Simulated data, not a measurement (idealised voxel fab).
Presented below is a process module, voxel transistor to metal.
Cross-section cut spans 195 nm and uses square cells 5 nm in size.
Bands, listed from the top down, are how a cross-section gets written in this document; the cross-section itself is a grid of square cells, and a band is one or more rows of them.
In this notation a band is specified by the heights of its top and bottom, in that order and in nm, after which its materials appear from left to right, each paired with its width in nm. The word "full width" attached to a single material means that material fills the band from edge to edge; the word "empty" stands for empty space.
The reference from which all heights are counted is 0, the level beneath which the as-received wafer is entirely one material; the lowest band, having no lower bound, proceeds downward and is written after the example "0 nm and below".
With a width like "30->40", each row of cells in the band differs from the next by the same amount, the top row carrying the first number and the bottom row the second.
Step note "no alteration" = no cross-section cell changed.
"Enclosed internal voids" specifies each empty space that is not open to the top and that occupies no fewer than 8 cells, using the form width x height at distance, the distance measured from the left edge and all three quantities in nm.
On a step's line, text after the settings is the simulator commenting on that step.
"overlay nm", when on a step's line for a step with a mask, measures how far to the right of its planned place the mask lay; a negative measure means to the left.
Set out below are the planned steps of the process:
1: RECEIVE | material Si
2: CONFORMAL_DEP | material SiO2 | thk nm 5
3: CONFORMAL_DEP | material SiN | thk nm 10
4: PATTERN | tone cover | mask id ACTIVE | material resist | width nm 125 | thk nm 15 | overlay nm 0
5: DIRECTIONAL_ETCH | etch materials SiN | depth nm 10
6: DIRECTIONAL_ETCH | etch materials SiO2 | depth nm 5
7: DIRECTIONAL_ETCH | etch materials Si | depth nm 20
8: STRIP | etch materials resist
9: OXIDIZE | depth nm 5
10: FILL_DEP | material SiO2 | thk nm 5
11: CMP | height nm 15
12: SELECTIVE_ETCH | etch materials SiO2 | depth nm 10
13: STRIP | etch materials SiN
14: SELECTIVE_ETCH | etch materials SiO2 | depth nm 5
15: OXIDIZE | depth nm 5
16: DIRECTIONAL_DEP | material polySi | thk nm 30
17: DIRECTIONAL_DEP | material SiCN | thk nm 15
18: PATTERN | tone cover | mask id GATE | material resist | width nm 35 | thk nm 15 | overlay nm 0
19: DIRECTIONAL_ETCH | etch materials SiCN | depth nm 25
20: DIRECTIONAL_ETCH | etch materials polySi | depth nm 40
21: STRIP | etch materials resist
22: CONFORMAL_DEP | material SiO2 | thk nm 5
23: DIRECTIONAL_ETCH | etch materials SiO2 | depth nm 5
24: CONFORMAL_DEP | material SiN | thk nm 5
25: DIRECTIONAL_ETCH | etch materials SiN | depth nm 5
26: DIRECTIONAL_ETCH | etch materials SiO2 | depth nm 5
27: DIRECTIONAL_ETCH | etch materials Si | depth nm 15
28: EPI | material SiGe | thk nm 20
29: FILL_DEP | material SiO2 | thk nm 5
30: CMP | height nm 30
31: STRIP | etch materials polySi
32: SELECTIVE_ETCH | etch materials SiO2 | depth nm 5
33: CONFORMAL_DEP | material HfO2 | thk nm 5
34: CONFORMAL_DEP | material TiN | thk nm 5
35: FILL_DEP | material W | thk nm 10
36: CMP | height nm 25
37: DIRECTIONAL_DEP | material SiO2 | thk nm 10
38: DIRECTIONAL_DEP | material aC | thk nm 15
39: PATTERN | tone open | mask id CONTACT | material resist | width nm 15 | pitch nm 90 | thk nm 30 | overlay nm 0
40: DIRECTIONAL_ETCH | etch materials aC | depth nm 15
41: STRIP | etch materials resist
42: DIRECTIONAL_ETCH | etch materials SiO2 | depth nm 35
43: STRIP | etch materials aC
44: CONFORMAL_DEP | material TiN | thk nm 5
45: FILL_DEP | material Ru | thk nm 5
46: CMP | height nm 35
47: DIRECTIONAL_DEP | material TiN | thk nm 5
48: DIRECTIONAL_DEP | material W | thk nm 15
49: PATTERN | tone cover | mask id METAL_1 | material resist | width nm 15 | pitch nm 90 | thk nm 15 | overlay nm 0
50: DIRECTIONAL_ETCH | etch materials W | depth nm 15
51: DIRECTIONAL_ETCH | etch materials TiN | depth nm 5
52: STRIP | etch materials resist
53: FILL_DEP | material lowk | thk nm 10
54: CMP | height nm 55
55: CONFORMAL_DEP | material SiN | thk nm 5
Delivered wafer in cross-section: state after step 1:
    0 nm and below = Si full width
    Enclosed internal voids: none
End-of-module cross-section of the first of two wafers, processed as planned:
    60 nm to 55 nm = SiN full width
    55 nm to 40 nm = lowk 45 nm, W 15 nm, lowk 75 nm, W 15 nm, lowk 45 nm
    40 nm to 35 nm = lowk 45 nm, TiN 15 nm, lowk 75 nm, TiN 15 nm, lowk 45 nm
    35 nm to 25 nm = SiO2 45 nm, TiN 5 nm, Ru 5 nm, TiN 5 nm, SiO2 75 nm, TiN 5 nm, Ru 5 nm, TiN 5 nm, SiO2 45 nm
    25 nm to 20 nm = SiO2 45 nm, TiN 5 nm, Ru 5 nm, TiN 5 nm, SiO2 10 nm, SiN 5 nm, HfO2 5 nm, TiN 5 nm, W 25 nm, TiN 5 nm, HfO2 5 nm, SiN 5 nm, SiO2 10 nm, TiN 5 nm, Ru 5 nm, TiN 5 nm, SiO2 45 nm
    20 nm to 15 nm = SiO2 45 nm, TiN 15 nm, SiO2 10 nm, SiN 5 nm, HfO2 5 nm, TiN 5 nm, W 25 nm, TiN 5 nm, HfO2 5 nm, SiN 5 nm, SiO2 10 nm, TiN 15 nm, SiO2 45 nm
    15 nm to 5 nm = SiO2 45 nm, TiN 5 nm, SiGe 20 nm, SiN 5 nm, HfO2 5 nm, TiN 5 nm, W 25 nm, TiN 5 nm, HfO2 5 nm, SiN 5 nm, SiGe 20 nm, TiN 5 nm, SiO2 45 nm
    5 nm to 0 nm = SiO2 45 nm, TiN 5 nm, SiGe 20 nm, SiN 5 nm, HfO2 5 nm, TiN 35 nm, HfO2 5 nm, SiN 5 nm, SiGe 20 nm, TiN 5 nm, SiO2 45 nm
    0 nm to -5 nm = SiO2 35 nm, SiGe 35 nm, SiO2 5 nm, HfO2 45 nm, SiO2 5 nm, SiGe 35 nm, SiO2 35 nm
    -5 nm to -20 nm = SiO2 40 nm, SiGe 30 nm, Si 55 nm, SiGe 30 nm, SiO2 40 nm
    -20 nm to -25 nm = SiO2 40 nm, Si 115 nm, SiO2 40 nm
    -25 nm and below = Si full width
    Enclosed internal voids: none
So this is wafer number two of the two, cut at the end of the module - it started where the first did and had the same plan, we just got one thing wrong running it:
    60 nm to 55 nm = SiN full width
    55 nm to 40 nm = lowk 45 nm, W 15 nm, lowk 75 nm, W 15 nm, lowk 45 nm
    40 nm to 35 nm = lowk 45 nm, TiN 15 nm, lowk 75 nm, TiN 15 nm, lowk 45 nm
    35 nm to 25 nm = SiO2 45 nm, TiN 5 nm, Ru 5 nm, TiN 5 nm, SiO2 75 nm, TiN 5 nm, Ru 5 nm, TiN 5 nm, SiO2 45 nm
    25 nm to 20 nm = SiO2 45 nm, TiN 15 nm, SiO2 10 nm, SiN 5 nm, HfO2 5 nm, TiN 5 nm, W 25 nm, TiN 5 nm, HfO2 5 nm, SiN 5 nm, SiO2 10 nm, TiN 15 nm, SiO2 45 nm
    20 nm to 5 nm = SiO2 45 nm, SiGe 25 nm, SiN 5 nm, HfO2 5 nm, TiN 5 nm, W 25 nm, TiN 5 nm, HfO2 5 nm, SiN 5 nm, SiGe 25 nm, SiO2 45 nm
    5 nm to 0 nm = SiO2 30 nm, SiGe 40 nm, SiN 5 nm, HfO2 5 nm, TiN 35 nm, HfO2 5 nm, SiN 5 nm, SiGe 40 nm, SiO2 30 nm
    0 nm to -5 nm = SiO2 30 nm, SiGe 40 nm, SiO2 5 nm, HfO2 45 nm, SiO2 5 nm, SiGe 40 nm, SiO2 30 nm
    -5 nm to -20 nm = SiO2 40 nm, SiGe 30 nm, Si 55 nm, SiGe 30 nm, SiO2 40 nm
    -20 nm to -25 nm = SiO2 40 nm, Si 115 nm, SiO2 40 nm
    -25 nm and below = Si full width
    Enclosed internal voids: none
So what did we get wrong on this run? step 28 changed vs plan, executed as EPI | material SiGe | thk nm 25
Final cells, second wafer relative to first, materials higher or lower: Ru -2; SiGe +24; SiO2 -12; TiN -10
